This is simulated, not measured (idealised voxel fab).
This section sets out a process module, namely voxel self aligned vias.
We display cut, a cross-section 175 nm in width whose square cells are each 5 nm.
Cross-section = grid of square cells, listed top down in bands; band = one or more rows. Band entry format. Leading values: height of top, height of bottom, nm. Remainder: materials in left-to-right order, each with its width in nm. Special words: "everywhere" on a single material, which then fills the band edge to edge; "air", empty space. For the purposes of this specification, 0 denotes the height below which the wafer in its as-received condition is composed wholly of one material, and the lowermost band, lacking a lower limit, extends downward without end, as expressed in "top 0, no bottom". Read "30 to 40" as a graded width: first number on top, second number at the bottom, same change between each pair of neighbouring rows. "no modifications", as given for a step, is the statement that not any cell of the cross-section underwent a change during that step. Voids not open to the top, 8 cells minimum: see "Voids, fully enclosed". Written width x height at distance; distance is from the left edge; nm. Step line, after settings: the simulator's comment on this step. What "overlay nm" on a step's line means: if the step has a mask, that mask lay this far to the right of its planned place, or, when the value is negative, to the left.

The process steps that were planned are listed below:
1 RECEIVE: material Si
2 CONFORMAL_DEP: material SiO2, thk nm 15
3 CONFORMAL_DEP: material SiCN, thk nm 5
4 DIRECTIONAL_DEP: material lowk, thk nm 20
5 PATTERN: tone open, mask id LINES, material resist, width nm 20, pitch nm 70, thk nm 15, overlay nm 0
6 DIRECTIONAL_ETCH: etch materials lowk, depth nm 20
7 STRIP: etch materials resist
8 CONFORMAL_DEP: material TiN, thk nm 5
9 FILL_DEP: material Ru, thk nm 10
10 CMP: height nm 40
11 SELECTIVE_ETCH: etch materials W Ru TiN, depth nm 5
12 FILL_DEP: material SiN, thk nm 10
13 CMP: height nm 40
14 DIRECTIONAL_DEP: material lowk, thk nm 20
15 PATTERN: tone open, mask id VIAS, material resist, width nm 40, thk nm 20, overlay nm 0
16 DIRECTIONAL_ETCH: etch materials lowk, depth nm 20
17 DIRECTIONAL_ETCH: etch materials SiN, depth nm 5
18 STRIP: etch materials resist
19 CONFORMAL_DEP: material TiN, thk nm 5
20 FILL_DEP: material W, thk nm 5
21 CMP: height nm 60
22 CONFORMAL_DEP: material SiCN, thk nm 5

On the first of the two wafers: run conducted according to plan:

Wafer at receipt (post step 1), cross-section:
    top 0, no bottom = Si everywhere
    Voids, fully enclosed: none

Presented here is a cross-section of the wafer after step 2 has been performed:
    top 15, bottom 0 = SiO2 everywhere
    Note: structure below 0 unchanged.

Presented here is a cross-section of the wafer after step 3 has been performed:
    top 20, bottom 15 = SiCN everywhere
    Note: structure below 15 unchanged.

Presented here is a cross-section of the wafer after step 4 has been performed:
    top 40, bottom 20 = lowk everywhere
    Note: structure below 20 unchanged.

Presented here is a cross-section of the wafer after step 5 has been performed:
    top 55, bottom 40 = 40 resist / 20 air / 50 resist / 20 air / 45 resist
    Note: structure below 40 unchanged.

Presented here is a cross-section of the wafer after step 6 has been performed:
    top 55, bottom 40 = 40 resist / 20 air / 50 resist / 20 air / 45 resist
    top 40, bottom 20 = 40 lowk / 20 air / 50 lowk / 20 air / 45 lowk
    Note: structure below 20 unchanged.

Presented here is a cross-section of the wafer after step 7 has been performed:
    top 40, bottom 20 = 40 lowk / 20 air / 50 lowk / 20 air / 45 lowk
    Note: structure below 20 unchanged.

Presented here is a cross-section of the wafer after step 8 has been performed:
    top 45, bottom 40 = 45 TiN / 10 air / 60 TiN / 10 air / 50 TiN
    top 40, bottom 25 = 40 lowk / 5 TiN / 10 air / 5 TiN / 50 lowk / 5 TiN / 10 air / 5 TiN / 45 lowk
    top 25, bottom 20 = 40 lowk / 20 TiN / 50 lowk / 20 TiN / 45 lowk
    Note: structure below 20 unchanged.

Presented here is a cross-section of the wafer after step 9 has been performed:
    top 55, bottom 45 = Ru everywhere
    top 45, bottom 40 = 45 TiN / 10 Ru / 60 TiN / 10 Ru / 50 TiN
    top 40, bottom 25 = 40 lowk / 5 TiN / 10 Ru / 5 TiN / 50 lowk / 5 TiN / 10 Ru / 5 TiN / 45 lowk
    Note: structure below 25 unchanged.

Presented here is a cross-section of the wafer after step 10 has been performed:
    top 40, bottom 25 = 40 lowk / 5 TiN / 10 Ru / 5 TiN / 50 lowk / 5 TiN / 10 Ru / 5 TiN / 45 lowk
    Note: structure below 25 unchanged.

Presented here is a cross-section of the wafer after step 11 has been performed:
    top 40, bottom 35 = 40 lowk / 20 air / 50 lowk / 20 air / 45 lowk
    Note: structure below 35 unchanged.

Presented here is a cross-section of the wafer after step 12 has been performed:
    top 50, bottom 40 = SiN everywhere
    top 40, bottom 35 = 40 lowk / 20 SiN / 50 lowk / 20 SiN / 45 lowk
    Note: structure below 35 unchanged.

Presented here is a cross-section of the wafer after step 13 has been performed:
    top 40, bottom 35 = 40 lowk / 20 SiN / 50 lowk / 20 SiN / 45 lowk
    Note: structure below 35 unchanged.

Presented here is a cross-section of the wafer after step 14 has been performed:
    top 60, bottom 40 = lowk everywhere
    Note: structure below 40 unchanged.

Presented here is a cross-section of the wafer after step 15 has been performed:
    top 80, bottom 60 = 30 resist / 40 air / 105 resist
    Note: structure below 60 unchanged.

Presented here is a cross-section of the wafer after step 16 has been performed:
    top 80, bottom 60 = 30 resist / 40 air / 105 resist
    top 60, bottom 40 = 30 lowk / 40 air / 105 lowk
    Note: structure below 40 unchanged.

Presented here is a cross-section of the wafer after step 17 has been performed:
    top 80, bottom 60 = 30 resist / 40 air / 105 resist
    top 60, bottom 40 = 30 lowk / 40 air / 105 lowk
    top 40, bottom 35 = 40 lowk / 20 air / 50 lowk / 20 SiN / 45 lowk
    Note: structure below 35 unchanged.

Presented here is a cross-section of the wafer after step 18 has been performed:
    top 60, bottom 40 = 30 lowk / 40 air / 105 lowk
    Note: structure below 40 unchanged.

Presented here is a cross-section of the wafer after step 19 has been performed:
    top 65, bottom 60 = 35 TiN / 30 air / 110 TiN
    top 60, bottom 45 = 30 lowk / 5 TiN / 30 air / 5 TiN / 105 lowk
    top 45, bottom 40 = 30 lowk / 15 TiN / 10 air / 15 TiN / 105 lowk
    top 40, bottom 35 = 40 lowk / 20 TiN / 50 lowk / 20 SiN / 45 lowk
    Note: structure below 35 unchanged.

Presented here is a cross-section of the wafer after step 20 has been performed:
    top 70, bottom 65 = W everywhere
    top 65, bottom 60 = 35 TiN / 30 W / 110 TiN
    top 60, bottom 45 = 30 lowk / 5 TiN / 30 W / 5 TiN / 105 lowk
    top 45, bottom 40 = 30 lowk / 15 TiN / 10 W / 15 TiN / 105 lowk
    Note: structure below 40 unchanged.

Presented here is a cross-section of the wafer after step 21 has been performed:
    top 60, bottom 45 = 30 lowk / 5 TiN / 30 W / 5 TiN / 105 lowk
    Note: structure below 45 unchanged.

Presented here is a cross-section of the wafer after step 22 has been performed:
    top 65, bottom 60 = SiCN everywhere
    Note: structure below 60 unchanged.

The second wafer was prepared from the same starting point and under the same plan as the first; its processing contained one mistake, and it remains indistinguishable from the first wafer up to and including step 2:

Planned end of step 3: second wafer, cross-section: no modifications

Planned end of step 4: second wafer, cross-section:
    top 35, bottom 15 = lowk everywhere
    Note: structure below 15 unchanged.

Planned end of step 5: second wafer, cross-section:
    top 50, bottom 35 = 40 resist / 20 air / 50 resist / 20 air / 45 resist
    Note: structure below 35 unchanged.

Planned end of step 6: second wafer, cross-section:
    top 50, bottom 35 = 40 resist / 20 air / 50 resist / 20 air / 45 resist
    top 35, bottom 15 = 40 lowk / 20 air / 50 lowk / 20 air / 45 lowk
    Note: structure below 15 unchanged.

Planned end of step 7: second wafer, cross-section:
    top 35, bottom 15 = 40 lowk / 20 air / 50 lowk / 20 air / 45 lowk
    Note: structure below 15 unchanged.

Planned end of step 8: second wafer, cross-section:
    top 40, bottom 35 = 45 TiN / 10 air / 60 TiN / 10 air / 50 TiN
    top 35, bottom 20 = 40 lowk / 5 TiN / 10 air / 5 TiN / 50 lowk / 5 TiN / 10 air / 5 TiN / 45 lowk
    top 20, bottom 15 = 40 lowk / 20 TiN / 50 lowk / 20 TiN / 45 lowk
    Note: structure below 15 unchanged.

Planned end of step 9: second wafer, cross-section:
    top 50, bottom 40 = Ru everywhere
    top 40, bottom 35 = 45 TiN / 10 Ru / 60 TiN / 10 Ru / 50 TiN
    top 35, bottom 20 = 40 lowk / 5 TiN / 10 Ru / 5 TiN / 50 lowk / 5 TiN / 10 Ru / 5 TiN / 45 lowk
    Note: structure below 20 unchanged.

Planned end of step 10: second wafer, cross-section:
    top 40, bottom 35 = 45 TiN / 10 Ru / 60 TiN / 10 Ru / 50 TiN
    Note: structure below 35 unchanged.

Planned end of step 11: second wafer, cross-section:
    top 35, bottom 20 = 40 lowk / 5 TiN / 10 Ru / 5 TiN / 50 lowk / 5 TiN / 10 Ru / 5 TiN / 45 lowk
    Note: structure below 20 unchanged.

Planned end of step 12: second wafer, cross-section:
    top 45, bottom 35 = SiN everywhere
    Note: structure below 35 unchanged.

Planned end of step 13: second wafer, cross-section:
    top 40, bottom 35 = SiN everywhere
    Note: structure below 35 unchanged.

Planned end of step 14: second wafer, cross-section:
    top 60, bottom 40 = lowk everywhere
    Note: structure below 40 unchanged.

Planned end of step 15: second wafer, cross-section:
    top 80, bottom 60 = 30 resist / 40 air / 105 resist
    Note: structure below 60 unchanged.

Planned end of step 16: second wafer, cross-section:
    top 80, bottom 60 = 30 resist / 40 air / 105 resist
    top 60, bottom 40 = 30 lowk / 40 air / 105 lowk
    Note: structure below 40 unchanged.

Planned end of step 17: second wafer, cross-section:
    top 80, bottom 60 = 30 resist / 40 air / 105 resist
    top 60, bottom 40 = 30 lowk / 40 air / 105 lowk
    top 40, bottom 35 = 30 SiN / 40 air / 105 SiN
    Note: structure below 35 unchanged.

Planned end of step 18: second wafer, cross-section:
    top 60, bottom 40 = 30 lowk / 40 air / 105 lowk
    Note: structure below 40 unchanged.

Planned end of step 19: second wafer, cross-section:
    top 65, bottom 60 = 35 TiN / 30 air / 110 TiN
    top 60, bottom 40 = 30 lowk / 5 TiN / 30 air / 5 TiN / 105 lowk
    top 40, bottom 35 = 30 SiN / 40 TiN / 105 SiN
    Note: structure below 35 unchanged.

Planned end of step 20: second wafer, cross-section:
    top 70, bottom 65 = W everywhere
    top 65, bottom 60 = 35 TiN / 30 W / 110 TiN
    top 60, bottom 40 = 30 lowk / 5 TiN / 30 W / 5 TiN / 105 lowk
    Note: structure below 40 unchanged.

Planned end of step 21: second wafer, cross-section:
    top 60, bottom 40 = 30 lowk / 5 TiN / 30 W / 5 TiN / 105 lowk
    Note: structure below 40 unchanged.

Planned end of step 22: second wafer, cross-section:
    top 65, bottom 60 = SiCN everywhere
    Note: structure below 60 unchanged.
Against the plan, the run slipped here: step 3 of the plan was bypassed and not carried out
Once processing is complete, comparing cell counts shows that the second wafer has more or fewer of certain materials than the first: 4 more of Ru, 35 fewer of SiCN, 23 more of SiN, 4 more of TiN, 4 more of W
